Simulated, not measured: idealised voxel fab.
Documented hereafter: the process module known as voxel transistor to metal.
Cross-section cut spans 170 nm and uses square cells 5 nm in size.
Bands, listed from the top down, are how a cross-section gets written in this document; the cross-section itself is a grid of square cells, and a band is one or more rows of them.
Each band's line starts with the height of the band's top and of its bottom, in nm. Then come its materials from left to right, each with its width in nm. One material with "all across" fills the band from edge to edge. "air" is empty space.
Height reference: 0 = level under which incoming wafer is all one material. Lowest band: no bottom, runs on downward, e.g. "0 -> down".
Read "30..40" as a graded width: first number on top, second number at the bottom, same change between each pair of neighbouring rows.
"same as before" means the step left every cell of the cross-section as it was.
If an empty space has no open way to the top and is at least 8 cells in size, "Closed void roster" lists it, written width x height at distance, where distance is measured from the left edge and every value is in nm.
Heads up: the bit after the settings on a step's line is the simulator's remark on that step.
"overlay nm" denotes, for a step that has a mask, the displacement of the mask to the right of its planned place, with negative values corresponding to the left.

Planned step list for the process
- 1: RECEIVE,material Si
- 2: CONFORMAL_DEP,material SiO2,thk nm 5
- 3: CONFORMAL_DEP,material SiN,thk nm 10
- 4: DIRECTIONAL_DEP,material aC,thk nm 10
- 5: PATTERN,tone cover,mask id ACTIVE,material resist,width nm 110,thk nm 25,overlay nm 0
- 6: DIRECTIONAL_ETCH,etch materials aC,depth nm 10
- 7: STRIP,etch materials resist
- 8: DIRECTIONAL_ETCH,etch materials SiN,depth nm 10
- 9: DIRECTIONAL_ETCH,etch materials SiO2,depth nm 5
- 10: DIRECTIONAL_ETCH,etch materials Si,depth nm 20
- 11: STRIP,etch materials aC
- 12: FILL_DEP,material SiO2,thk nm 15
- 13: CMP,height nm 15
- 14: SELECTIVE_ETCH,etch materials SiO2,depth nm 5
- 15: STRIP,etch materials SiN
- 16: SELECTIVE_ETCH,etch materials SiO2,depth nm 5
- 17: OXIDIZE,depth nm 5
- 18: DIRECTIONAL_DEP,material polySi,thk nm 30
- 19: DIRECTIONAL_DEP,material SiCN,thk nm 15
- 20: MASKED_ETCH,tone cover,mask id GATE,width nm 30,etch materials SiCN,depth nm 25,overlay nm 0
- 21: MASKED_ETCH,tone cover,mask id GATE,width nm 30,etch materials polySi,depth nm 40,overlay nm 0
- 22: CONFORMAL_DEP,material SiN,thk nm 5
- 23: DIRECTIONAL_ETCH,etch materials SiN,depth nm 5
- 24: DIRECTIONAL_ETCH,etch materials SiO2,depth nm 5
- 25: DIRECTIONAL_ETCH,etch materials Si,depth nm 15
- 26: EPI,material pSi,thk nm 15
- 27: FILL_DEP,material SiO2,thk nm 10
- 28: CMP,height nm 30
- 29: STRIP,etch materials polySi
- 30: SELECTIVE_ETCH,etch materials SiO2,depth nm 5
- 31: CONFORMAL_DEP,material HfO2,thk nm 5
- 32: CONFORMAL_DEP,material TiN,thk nm 5
- 33: FILL_DEP,material W,thk nm 5
- 34: CMP,height nm 25
- 35: DIRECTIONAL_DEP,material SiO2,thk nm 10
- 36: PATTERN,tone open,mask id CONTACT,material resist,width nm 15,pitch nm 75,thk nm 20,overlay nm 0
- 37: DIRECTIONAL_ETCH,etch materials SiO2,depth nm 40
- 38: STRIP,etch materials resist
- 39: CONFORMAL_DEP,material TiN,thk nm 5
- 40: FILL_DEP,material Ru,thk nm 10
- 41: CMP,height nm 35
- 42: DIRECTIONAL_DEP,material TiN,thk nm 5
- 43: DIRECTIONAL_DEP,material W,thk nm 25
- 44: DIRECTIONAL_DEP,material aC,thk nm 15
- 45: PATTERN,tone cover,mask id METAL_1,material resist,width nm 15,pitch nm 75,thk nm 30,overlay nm 0
- 46: DIRECTIONAL_ETCH,etch materials aC,depth nm 15
- 47: STRIP,etch materials resist
- 48: DIRECTIONAL_ETCH,etch materials W,depth nm 25
- 49: DIRECTIONAL_ETCH,etch materials TiN,depth nm 5
- 50: STRIP,etch materials aC
- 51: CONFORMAL_DEP,material SiCN,thk nm 5
- 52: FILL_DEP,material lowk,thk nm 10
- 53: CMP,height nm 65
- 54: CONFORMAL_DEP,material SiCN,thk nm 5

Cross-section of the incoming wafer, state after step 1
> 0 -> down  Si all across
> Closed void roster: none

First of two wafers at the end of the module, shown in cross-section; run carried out as planned
> 70 -> 65  SiCN all across
> 65 -> 40  35 nm lowk | 5 nm SiCN | 15 nm W | 5 nm SiCN | 50 nm lowk | 5 nm SiCN | 15 nm W | 5 nm SiCN | 35 nm lowk
> 40 -> 35  40 nm SiCN | 15 nm TiN | 60 nm SiCN | 15 nm TiN | 40 nm SiCN
> 35 -> 25  40 nm SiO2 | 5 nm TiN | 5 nm Ru | 5 nm TiN | 60 nm SiO2 | 5 nm TiN | 5 nm Ru | 5 nm TiN | 40 nm SiO2
> 25 -> 15  40 nm SiO2 | 5 nm TiN | 5 nm Ru | 5 nm TiN | 10 nm SiO2 | 5 nm SiN | 5 nm HfO2 | 5 nm TiN | 10 nm W | 5 nm TiN | 5 nm HfO2 | 5 nm SiN | 10 nm SiO2 | 5 nm TiN | 5 nm Ru | 5 nm TiN | 40 nm SiO2
> 15 -> 10  40 nm SiO2 | 15 nm TiN | 10 nm SiO2 | 5 nm SiN | 5 nm HfO2 | 5 nm TiN | 10 nm W | 5 nm TiN | 5 nm HfO2 | 5 nm SiN | 10 nm SiO2 | 15 nm TiN | 40 nm SiO2
> 10 -> 5  40 nm SiO2 | 10 nm TiN | 15 nm pSi | 5 nm SiN | 5 nm HfO2 | 5 nm TiN | 10 nm W | 5 nm TiN | 5 nm HfO2 | 5 nm SiN | 15 nm pSi | 10 nm TiN | 40 nm SiO2
> 5 -> 0  25 nm SiO2 | 5 nm SiN | 10 nm SiO2 | 10 nm TiN | 15 nm pSi | 5 nm SiN | 5 nm HfO2 | 20 nm TiN | 5 nm HfO2 | 5 nm SiN | 15 nm pSi | 10 nm TiN | 10 nm SiO2 | 5 nm SiN | 25 nm SiO2
> 0 -> -5  40 nm SiO2 | 10 nm TiN | 15 nm pSi | 40 nm HfO2 | 15 nm pSi | 10 nm TiN | 40 nm SiO2
> -5 -> -20  30 nm SiO2 | 35 nm pSi | 40 nm Si | 35 nm pSi | 30 nm SiO2
> -20 -> down  Si all across
> Closed void roster: none

Second wafer cross-section at end of module - shared start and plan with the first, one mistake in the run
> 70 -> 65  SiCN all across
> 65 -> 40  35 nm lowk | 5 nm SiCN | 15 nm W | 5 nm SiCN | 50 nm lowk | 5 nm SiCN | 15 nm W | 5 nm SiCN | 35 nm lowk
> 40 -> 35  40 nm SiCN | 15 nm TiN | 60 nm SiCN | 15 nm TiN | 40 nm SiCN
> 35 -> 25  40 nm SiO2 | 5 nm TiN | 5 nm Ru | 5 nm TiN | 60 nm SiO2 | 5 nm TiN | 5 nm Ru | 5 nm TiN | 40 nm SiO2
> 25 -> 20  40 nm SiO2 | 5 nm TiN | 5 nm Ru | 5 nm TiN | 10 nm SiO2 | 5 nm SiN | 5 nm HfO2 | 20 nm TiN | 5 nm HfO2 | 5 nm SiN | 10 nm SiO2 | 5 nm TiN | 5 nm Ru | 5 nm TiN | 40 nm SiO2
> 20 -> 15  40 nm SiO2 | 15 nm TiN | 10 nm SiO2 | 5 nm SiN | 30 nm HfO2 | 5 nm SiN | 10 nm SiO2 | 15 nm TiN | 40 nm SiO2
> 15 -> 5  30 nm SiO2 | 110 nm SiN | 30 nm SiO2
> 5 -> 0  SiO2 all across
> 0 -> -20  30 nm SiO2 | 110 nm Si | 30 nm SiO2
> -20 -> down  Si all across
> Closed void roster: none
In executing the process, a mistake was made relative to the plan: planned and actual differ for step 13; actual: CMP,height nm 25
Cell-count delta at end, second wafer over first, by material: -10 HfO2; -2 Ru; +64 Si; +36 SiN; +4 SiO2; -24 TiN; -8 W; -60 pSi
